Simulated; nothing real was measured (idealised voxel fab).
Process module under the name voxel trench capacitor
The cross-section on display is named cut; it measures 275 nm wide, and its cells are 5 nm squares.
A cross-section in this document is a grid of square cells, and it is written down as bands, the top band listed before the ones below it; a band is made up of one or more rows of cells.
It is stipulated that each band's entry specify, in nanometres, the height of the top of the band and then that of its bottom, followed by the materials of the band in left-to-right sequence, each together with its width in nanometres. A single material marked by the word "everywhere" is understood to fill the band from edge to edge; the word "empty" is understood to denote empty space.
Heights are reckoned from 0. Under this level, the received wafer is all of one material. The bottommost band is open-ended downward, for example "z 0 and below".
Top row gets the first number, bottom row gets the second, and each row in between changes by the same step: that is how a band width like "30..40" works.
Where the words "nothing changed" appear for a step, the cross-section shows no cell changed by that step; every cell remained as before.
The list in "Enclosed void catalog" covers empty spaces of 8 cells or more that cannot reach the top through any open way, and it gives each as width x height at distance; the distance is from the left edge, and width, height and distance are in nm.
If you see something after the settings on a step's line, that's the simulator's own remark about that step.
On any step carrying a mask, the "overlay nm" setting, if present on the step's line, tells how far right of its planned place the mask lay; negative values point to the left.
For the reader: what remains of this document is a series of pairs, each showing a cross-section before one process step and a cross-section after that step which reaches down only to the lowest band that changed, with the step between them and its settings set out under the pair. It should not be assumed that a pair continues from the pair above it; the pairs can come from different runs of this module on the same starting wafer, and such continuity exists only where the entry headed "Ex-ante state" says so.
**Ex-ante state**
  z 5 to 0  95 empty, 30 SiN, 20 empty, 30 SiN, 100 empty
  z 0 to -25  95 empty, 30 Si, 20 empty, 30 Si, 100 empty
  z -25 and below  Si everywhere
  Enclosed void catalog: none
**Step Outcome**
  z 10 to 5  90 empty, 40 HfO2, 10 empty, 40 HfO2, 95 empty
  z 5 to 0  90 empty, 5 HfO2, 30 SiN, 5 HfO2, 10 empty, 5 HfO2, 30 SiN, 5 HfO2, 95 empty
  z 0 to -20  90 empty, 5 HfO2, 30 Si, 5 HfO2, 10 empty, 5 HfO2, 30 Si, 5 HfO2, 95 empty
  z -20 to -25  95 HfO2, 30 Si, 20 HfO2, 30 Si, 100 HfO2
  For the remainder of the cross-section, below -25, there is no change.
  Enclosed void catalog: none
Between before and after as drawn above: CONFORMAL_DEP [material HfO2] [thk nm 5]
Ex-ante state: unchanged from the after cross-section in the pair immediately above; refer to that figure.
**Step Outcome**
  z 15 to 10  85 empty, 100 TiN, 90 empty
  z 10 to 5  85 empty, 5 TiN, 40 HfO2, 10 TiN, 40 HfO2, 5 TiN, 90 empty
  z 5 to 0  85 empty, 5 TiN, 5 HfO2, 30 SiN, 5 HfO2, 10 TiN, 5 HfO2, 30 SiN, 5 HfO2, 5 TiN, 90 empty
  z 0 to -15  85 empty, 5 TiN, 5 HfO2, 30 Si, 5 HfO2, 10 TiN, 5 HfO2, 30 Si, 5 HfO2, 5 TiN, 90 empty
  z -15 to -20  90 TiN, 5 HfO2, 30 Si, 5 HfO2, 10 TiN, 5 HfO2, 30 Si, 5 HfO2, 95 TiN
  For the remainder of the cross-section, below -20, there is no change.
  Enclosed void catalog: none
Between before and after as drawn above: CONFORMAL_DEP [material TiN] [thk nm 5]
Ex-ante state: unchanged from the after cross-section in the pair immediately above; refer to that figure.
**Step Outcome**
  z 25 to 15  W everywhere
  z 15 to 10  85 W, 100 TiN, 90 W
  z 10 to 5  85 W, 5 TiN, 40 HfO2, 10 TiN, 40 HfO2, 5 TiN, 90 W
  z 5 to 0  85 W, 5 TiN, 5 HfO2, 30 SiN, 5 HfO2, 10 TiN, 5 HfO2, 30 SiN, 5 HfO2, 5 TiN, 90 W
  z 0 to -15  85 W, 5 TiN, 5 HfO2, 30 Si, 5 HfO2, 10 TiN, 5 HfO2, 30 Si, 5 HfO2, 5 TiN, 90 W
  For the remainder of the cross-section, below -15, there is no change.
  Enclosed void catalog: none
Between before and after as drawn above: FILL_DEP [material W] [thk nm 10]
Ex-ante state: unchanged from the after cross-section in the pair immediately above; refer to that figure.
**Step Outcome**
  z 5 to 0  85 W, 5 TiN, 5 HfO2, 30 SiN, 5 HfO2, 10 TiN, 5 HfO2, 30 SiN, 5 HfO2, 5 TiN, 90 W
  For the remainder of the cross-section, below 0, there is no change.
  Enclosed void catalog: none
Between before and after as drawn above: CMP [height nm 5]
